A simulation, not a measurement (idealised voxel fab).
process module | voxel gate over fins
270 nm wide, 5 nm square cells: that's cross-section cut.
Notation: cross-section as square-cell grid; stated in bands, top first, going down; one or more cell rows per band.
What a band's entry tells you: where the top is and where the bottom is, as heights in nm, and after that what lies inside, material by material from left to right, each with its width in nm. Empty space is written as the word "air", and a single material marked with the word "throughout" occupies the band from edge to edge.
For the purposes of this specification, 0 denotes the height below which the wafer in its as-received condition is composed wholly of one material, and the lowermost band, lacking a lower limit, extends downward without end, as expressed in "0 and below".
The width entry "30..40" should be interpreted row by row: the top row of cells in the band takes the first number, the bottom row takes the second number, and the change between adjacent rows is uniform throughout.
Step marked "remained the same"? Then no cell in the cross-section changed in it.
Closed empty spaces (no open way to the top) of 8 cells or more are what "Trapped voids" lists, each as width x height at distance from the left edge, nm for all three.
On a step's line, text after the settings is the simulator commenting on that step.
For masked steps, "overlay nm" on the step line gives how far right of plan the mask actually lay; a minus sign means it lay to the left.

Steps planned for the process
1) RECEIVE (material Si)
2) CONFORMAL_DEP (material SiN; thk nm 10)
3) MASKED_ETCH (tone cover; mask id FINS; width nm 15; pitch nm 45; etch materials SiN; depth nm 10; overlay nm 0)
4) MASKED_ETCH (tone cover; mask id FINS; width nm 15; pitch nm 45; etch materials Si; depth nm 35; overlay nm 0)
5) FILL_DEP (material SiO2; thk nm 15)
6) CMP (height nm 10)
7) SELECTIVE_ETCH (etch materials SiO2; depth nm 20)
8) STRIP (etch materials SiN)
9) CONFORMAL_DEP (material HfO2; thk nm 5)
10) CONFORMAL_DEP (material TiN; thk nm 5)
11) FILL_DEP (material W; thk nm 10)
12) CMP (height nm 15)
13) CONFORMAL_DEP (material SiCN; thk nm 5)

Delivered wafer in cross-section: state after step 1
    0 and below  Si throughout
    Trapped voids: none

Starting wafer: above. Plan: above. Run: one mistake. Cross-section after the module: below
    20 down to 15  SiCN throughout
    15 down to 10  W throughout
    10 down to 5  W=50  HfO2=35  W=10  HfO2=35  W=10  HfO2=35  W=10  HfO2=35  W=50
    5 down to 0  W=50  HfO2=5  TiN=25  HfO2=5  W=10  HfO2=5  TiN=25  HfO2=5  W=10  HfO2=5  TiN=25  HfO2=5  W=10  HfO2=5  TiN=25  HfO2=5  W=50
    0 down to -5  HfO2=55  TiN=5  Si=15  TiN=5  HfO2=20  TiN=5  Si=15  TiN=5  HfO2=20  TiN=5  Si=15  TiN=5  HfO2=20  TiN=5  Si=15  TiN=5  HfO2=55
    -5 down to -10  TiN=60  Si=15  TiN=30  Si=15  TiN=30  Si=15  TiN=30  Si=15  TiN=60
    -10 down to -35  SiO2=60  Si=15  SiO2=30  Si=15  SiO2=30  Si=15  SiO2=30  Si=15  SiO2=60
    -35 and below  Si throughout
    Trapped voids: none
Run error: contrary to the plan, steps 9 and 10 were processed in exchanged order
